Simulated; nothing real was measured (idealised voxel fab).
process module | voxel released beams
cross-section cut | 210 nm wide | cells 5 nm
A cross-section is a grid of square cells, given in bands from the top down. A band is one or more rows of cells.
Each band's line starts with the height of the band's top and of its bottom, in nm. Then come its materials from left to right, each with its width in nm. One material with "throughout" fills the band from edge to edge. "air" is empty space.
Height 0 is the level under which the wafer as received is all one material. The lowest band goes on downwards, as in "0 down".
A width such as "30 to 40" changes by the same amount from each row of cells to the next, from the band's top row to its bottom row.
"no change" after a step means that no cell of the cross-section changed.
closed voids: empty space of 8 cells or more with no open way to the top, each as width x height at its distance from the left edge, in nm
after a step's settings: what the simulator itself notes on the step
overlay nm, on a step with a mask: how far to the right of its planned place the mask lay; to the left if negative
plan
1 op RECEIVE | material Si
2 op CONFORMAL_DEP | material SiN | thk nm 10
3 op DIRECTIONAL_DEP | material SiO2 | thk nm 15
4 op DIRECTIONAL_DEP | material aC | thk nm 15
5 op PATTERN | tone open | mask id ANCHOR | material resist | width nm 45 | thk nm 30 | overlay nm 0
6 op DIRECTIONAL_ETCH | etch materials aC | depth nm 15
7 op STRIP | etch materials resist
8 op DIRECTIONAL_ETCH | etch materials SiO2 | depth nm 15
9 op STRIP | etch materials aC
10 op CONFORMAL_DEP | material W | thk nm 15
11 op DIRECTIONAL_DEP | material aC | thk nm 15
12 op PATTERN | tone cover | mask id BEAM | material resist | width nm 120 | thk nm 35 | overlay nm 0
13 op DIRECTIONAL_ETCH | etch materials aC | depth nm 15
14 op STRIP | etch materials resist
15 op DIRECTIONAL_ETCH | etch materials W | depth nm 15
16 op STRIP | etch materials aC
17 op STRIP | etch materials SiO2
first wafer, as planned
as received, after step 1
  0 down: Si throughout
  closed voids: none
after step 2
  10 to 0: SiN throughout
  below 0: unchanged
after step 3
  25 to 10: SiO2 throughout
  below 10: unchanged
after step 4
  40 to 25: aC throughout
  below 25: unchanged
after step 5
  70 to 40: resist 45 | air 45 | resist 120
  below 40: unchanged
after step 6
  55 to 40: resist 45 | air 45 | resist 120
  40 to 25: aC 45 | air 45 | aC 120
  below 25: unchanged
after step 7
  40 to 25: aC 45 | air 45 | aC 120
  below 25: unchanged
after step 8
  40 to 25: aC 45 | air 45 | aC 120
  25 to 10: SiO2 45 | air 45 | SiO2 120
  below 10: unchanged
after step 9
  25 to 10: SiO2 45 | air 45 | SiO2 120
  below 10: unchanged
after step 10
  40 to 25: W 60 | air 15 | W 135
  25 to 10: SiO2 45 | W 45 | SiO2 120
  below 10: unchanged
after step 11
  55 to 40: aC 60 | air 15 | aC 135
  40 to 25: W 60 | aC 15 | W 135
  below 25: unchanged
after step 12
  90 to 55: air 40 | resist 120 | air 50
  55 to 40: aC 60 | resist 15 | aC 135
  below 40: unchanged
after step 13
  75 to 55: air 40 | resist 120 | air 50
  55 to 40: air 40 | aC 20 | resist 15 | aC 85 | air 50
  below 40: unchanged
after step 14
  55 to 40: air 40 | aC 20 | air 15 | aC 85 | air 50
  below 40: unchanged
after step 15
  55 to 40: air 40 | aC 20 | air 15 | aC 85 | air 50
  40 to 25: air 40 | W 20 | aC 15 | W 85 | air 50
  below 25: unchanged
after step 16
  40 to 25: air 40 | W 20 | air 15 | W 85 | air 50
  below 25: unchanged
after step 17
  40 to 25: air 40 | W 20 | air 15 | W 85 | air 50
  25 to 10: air 45 | W 45 | air 120
  below 10: unchanged
second wafer: like start, like plan, one mistake. Through step 4 it matches the first wafer
when step 5 should have ended
  70 to 40: air 45 | resist 45 | air 120
  below 40: unchanged
when step 6 should have ended
  55 to 40: air 45 | resist 45 | air 120
  40 to 25: air 45 | aC 45 | air 120
  below 25: unchanged
when step 7 should have ended
  40 to 25: air 45 | aC 45 | air 120
  below 25: unchanged
when step 8 should have ended
  40 to 25: air 45 | aC 45 | air 120
  25 to 10: air 45 | SiO2 45 | air 120
  below 10: unchanged
when step 9 should have ended
  25 to 10: air 45 | SiO2 45 | air 120
  below 10: unchanged
when step 10 should have ended
  40 to 25: air 30 | W 75 | air 105
  25 to 10: W 45 | SiO2 45 | W 120
  below 10: unchanged
when step 11 should have ended
  55 to 40: air 30 | aC 75 | air 105
  40 to 25: aC 30 | W 75 | aC 105
  below 25: unchanged
when step 12 should have ended
  90 to 55: air 40 | resist 120 | air 50
  55 to 40: air 30 | aC 75 | resist 55 | air 50
  below 40: unchanged
when step 13 should have ended
  75 to 55: air 40 | resist 120 | air 50
  55 to 40: air 40 | aC 65 | resist 55 | air 50
  40 to 25: air 30 | W 75 | aC 55 | air 50
  below 25: unchanged
when step 14 should have ended
  55 to 40: air 40 | aC 65 | air 105
  below 40: unchanged
when step 15 should have ended
  55 to 40: air 40 | aC 65 | air 105
  40 to 25: air 40 | W 65 | aC 55 | air 50
  25 to 10: air 30 | W 15 | SiO2 45 | W 70 | air 50
  below 10: unchanged
when step 16 should have ended
  40 to 25: air 40 | W 65 | air 105
  below 25: unchanged
when step 17 should have ended: no change
what went wrong: step 5 ran as: op PATTERN | tone cover | mask id ANCHOR | material resist | width nm 45 | thk nm 30 | overlay nm 0
at the end the second wafer has, in cells: 27 more of SiO2
